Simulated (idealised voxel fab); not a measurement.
Herein follows the process module entitled voxel transistor to metal.
190 nm wide, 5 nm square cells: that's cross-section cut.
Notation: cross-section as square-cell grid; stated in bands, top first, going down; one or more cell rows per band. Within each band entry, the heights of the top and of the bottom of the band appear first, in that order and in nm; the materials of the band then follow from left to right, each with its corresponding width in nm. The designation "full width" on a single material indicates that it fills the band from edge to edge; the designation "blank" indicates empty space. A quick word on heights: they are counted from 0, and under that level the wafer as it came to us is one material throughout. The lowest band is different from the rest in having no bottom; it simply continues downward, written as in "0 nm and below". Top row gets the first number, bottom row gets the second, and each row in between changes by the same step: that is how a band width like "30 to 40" works. Given "all unchanged" for a step, no cell of the cross-section differs between before and after that step. Voids not open to the top, 8 cells minimum: see "Cavities, closed". Written width x height at distance; distance is from the left edge; nm. Text after the settings on a step's line: the simulator's own remark on that step. On any step carrying a mask, the "overlay nm" setting, if present on the step's line, tells how far right of its planned place the mask lay; negative values point to the left.
Planned step list for the process:
1: RECEIVE | material Si
2: OXIDIZE | depth nm 5
3: CONFORMAL_DEP | material SiN | thk nm 15
4: MASKED_ETCH | tone cover | mask id ACTIVE | width nm 135 | etch materials SiN | depth nm 15 | overlay nm 0
5: MASKED_ETCH | tone cover | mask id ACTIVE | width nm 135 | etch materials SiO2 | depth nm 5 | overlay nm 0
6: MASKED_ETCH | tone cover | mask id ACTIVE | width nm 135 | etch materials Si | depth nm 20 | overlay nm 0
7: FILL_DEP | material SiO2 | thk nm 10
8: CMP | height nm 15
9: SELECTIVE_ETCH | etch materials SiO2 | depth nm 5
10: STRIP | etch materials SiN
11: SELECTIVE_ETCH | etch materials SiO2 | depth nm 5
12: OXIDIZE | depth nm 5
13: DIRECTIONAL_DEP | material polySi | thk nm 30
14: DIRECTIONAL_DEP | material SiCN | thk nm 10
15: DIRECTIONAL_DEP | material aC | thk nm 15
16: PATTERN | tone cover | mask id GATE | material resist | width nm 35 | thk nm 30 | overlay nm 0
17: DIRECTIONAL_ETCH | etch materials aC | depth nm 15
18: STRIP | etch materials resist
19: DIRECTIONAL_ETCH | etch materials SiCN | depth nm 20
20: DIRECTIONAL_ETCH | etch materials polySi | depth nm 40
21: STRIP | etch materials aC
22: CONFORMAL_DEP | material SiN | thk nm 5
23: DIRECTIONAL_ETCH | etch materials SiN | depth nm 5
24: DIRECTIONAL_ETCH | etch materials SiO2 | depth nm 5
25: DIRECTIONAL_ETCH | etch materials Si | depth nm 5
26: EPI | material nSi | thk nm 5
27: FILL_DEP | material SiO2 | thk nm 10
28: CMP | height nm 25
29: STRIP | etch materials polySi
30: SELECTIVE_ETCH | etch materials SiO2 | depth nm 5
31: CONFORMAL_DEP | material HfO2 | thk nm 5
32: CONFORMAL_DEP | material TiN | thk nm 5
33: FILL_DEP | material W | thk nm 10
34: CMP | height nm 20
35: DIRECTIONAL_DEP | material SiO2 | thk nm 15
36: MASKED_ETCH | tone open | mask id CONTACT | width nm 20 | pitch nm 95 | etch materials SiO2 | depth nm 45 | overlay nm 0
37: CONFORMAL_DEP | material TiN | thk nm 5
38: FILL_DEP | material W | thk nm 5
39: CMP | height nm 35
40: DIRECTIONAL_DEP | material TiN | thk nm 5
41: DIRECTIONAL_DEP | material W | thk nm 20
42: MASKED_ETCH | tone cover | mask id METAL_1 | width nm 20 | pitch nm 95 | etch materials W | depth nm 20 | overlay nm 0
43: MASKED_ETCH | tone cover | mask id METAL_1 | width nm 20 | pitch nm 95 | etch materials TiN | depth nm 5 | overlay nm 0
44: FILL_DEP | material lowk | thk nm 10
45: CMP | height nm 60
46: CONFORMAL_DEP | material SiCN | thk nm 5
Incoming wafer in cross-section (state: after step 1):
- 0 nm and below  Si full width
- Cavities, closed: none
Result of the module, cross-sectioned: start per above, plan per above, one error in how it was run:
- 65 nm to 60 nm  SiCN full width
- 60 nm to 40 nm  35 nm lowk, 20 nm W, 75 nm lowk, 20 nm W, 40 nm lowk
- 40 nm to 35 nm  30 nm lowk, 25 nm TiN, 70 nm lowk, 25 nm TiN, 40 nm lowk
- 35 nm to 20 nm  35 nm SiO2, 5 nm TiN, 10 nm W, 5 nm TiN, 75 nm SiO2, 5 nm TiN, 10 nm W, 5 nm TiN, 40 nm SiO2
- 20 nm to 5 nm  35 nm SiO2, 5 nm TiN, 10 nm W, 5 nm TiN, 15 nm SiO2, 5 nm SiN, 5 nm HfO2, 5 nm TiN, 15 nm W, 5 nm TiN, 5 nm HfO2, 5 nm SiN, 15 nm SiO2, 5 nm TiN, 10 nm W, 5 nm TiN, 40 nm SiO2
- 5 nm to 0 nm  20 nm SiO2, 5 nm SiN, 10 nm SiO2, 5 nm TiN, 10 nm W, 5 nm TiN, 15 nm SiO2, 5 nm SiN, 5 nm HfO2, 5 nm TiN, 15 nm W, 5 nm TiN, 5 nm HfO2, 5 nm SiN, 15 nm SiO2, 5 nm TiN, 10 nm W, 5 nm TiN, 10 nm SiO2, 5 nm SiN, 25 nm SiO2
- 0 nm to -5 nm  20 nm SiO2, 5 nm SiN, 10 nm SiO2, 5 nm TiN, 10 nm W, 5 nm TiN, 15 nm SiO2, 5 nm SiN, 5 nm HfO2, 25 nm TiN, 5 nm HfO2, 5 nm SiN, 15 nm SiO2, 5 nm TiN, 10 nm W, 5 nm TiN, 10 nm SiO2, 5 nm SiN, 25 nm SiO2
- -5 nm to -10 nm  35 nm SiO2, 20 nm TiN, 10 nm SiO2, 5 nm nSi, 45 nm HfO2, 5 nm nSi, 10 nm SiO2, 20 nm TiN, 40 nm SiO2
- -10 nm to -15 nm  25 nm SiO2, 45 nm nSi, 45 nm Si, 45 nm nSi, 30 nm SiO2
- -15 nm to -25 nm  25 nm SiO2, 135 nm Si, 30 nm SiO2
- -25 nm and below  Si full width
- Cavities, closed: none
What broke from the plan during processing? so step 43 ended up running with a different setting than we planned, it ran as MASKED_ETCH | tone cover | mask id METAL_1 | width nm 20 | pitch nm 95 | etch materials TiN | depth nm 5 | overlay nm -5
